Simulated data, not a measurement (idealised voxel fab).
process module | voxel released beams
cross-section cut | 190 nm wide | cells 5 nm
A cross-section is a grid of square cells, given in bands from the top down. A band is one or more rows of cells.
Each band's line starts with the height of the band's top and of its bottom, in nm. Then come its materials from left to right, each with its width in nm. One material with "throughout" fills the band from edge to edge. "air" is empty space.
Height 0 is the level under which the wafer as received is all one material. The lowest band goes on downwards, as in "0 down".
A width such as "30 to 40" changes by the same amount from each row of cells to the next, from the band's top row to its bottom row.
"no change" after a step means that no cell of the cross-section changed.
closed voids: empty space of 8 cells or more with no open way to the top, each as width x height at its distance from the left edge, in nm
after a step's settings: what the simulator itself notes on the step
overlay nm, on a step with a mask: how far to the right of its planned place the mask lay; to the left if negative
plan
1 op RECEIVE | material Si
2 op CONFORMAL_DEP | material SiN | thk nm 5
3 op DIRECTIONAL_DEP | material SiO2 | thk nm 20
4 op PATTERN | tone open | mask id ANCHOR | material resist | width nm 45 | thk nm 15 | overlay nm -15
5 op DIRECTIONAL_ETCH | etch materials SiO2 | depth nm 20
6 op STRIP | etch materials resist
7 op CONFORMAL_DEP | material TiN | thk nm 15
8 op PATTERN | tone cover | mask id BEAM | material resist | width nm 130 | thk nm 15 | overlay nm 0
9 op DIRECTIONAL_ETCH | etch materials TiN | depth nm 15
10 op STRIP | etch materials resist
11 op STRIP | etch materials SiO2
varied across the wafers: overlay nm of step 4. The plan shows the first wafer's value. All wafers start alike
first wafer as received, after step 1
  0 down: Si throughout
  closed voids: none
first wafer at the end, after step 11
  40 to 25: air 25 | TiN 5 | air 15 | TiN 110 | air 35
  25 to 20: air 15 | TiN 15 | air 15 | TiN 15 | air 130
  20 to 5: air 15 | TiN 45 | air 130
  5 to 0: SiN throughout
  0 down: Si throughout
  closed voids: none
last wafer at the end
  40 to 25: air 25 | TiN 35 | air 15 | TiN 80 | air 35
  25 to 20: air 45 | TiN 15 | air 15 | TiN 15 | air 100
  20 to 5: air 45 | TiN 45 | air 100
  5 to 0: SiN throughout
  0 down: Si throughout
  closed voids: none
each wafer at the end: cells of each material gained (+) or lost (-) since it was received, then its closed voids
overlay nm -15 | +38 SiN | +102 TiN | closed voids: none
overlay nm -10 | +38 SiN | +102 TiN | closed voids: none
overlay nm -5 | +38 SiN | +102 TiN | closed voids: none
overlay nm 0 | +38 SiN | +102 TiN | closed voids: none
overlay nm 5 | +38 SiN | +102 TiN | closed voids: none
overlay nm 10 | +38 SiN | +102 TiN | closed voids: none
overlay nm 15 | +38 SiN | +102 TiN | closed voids: none
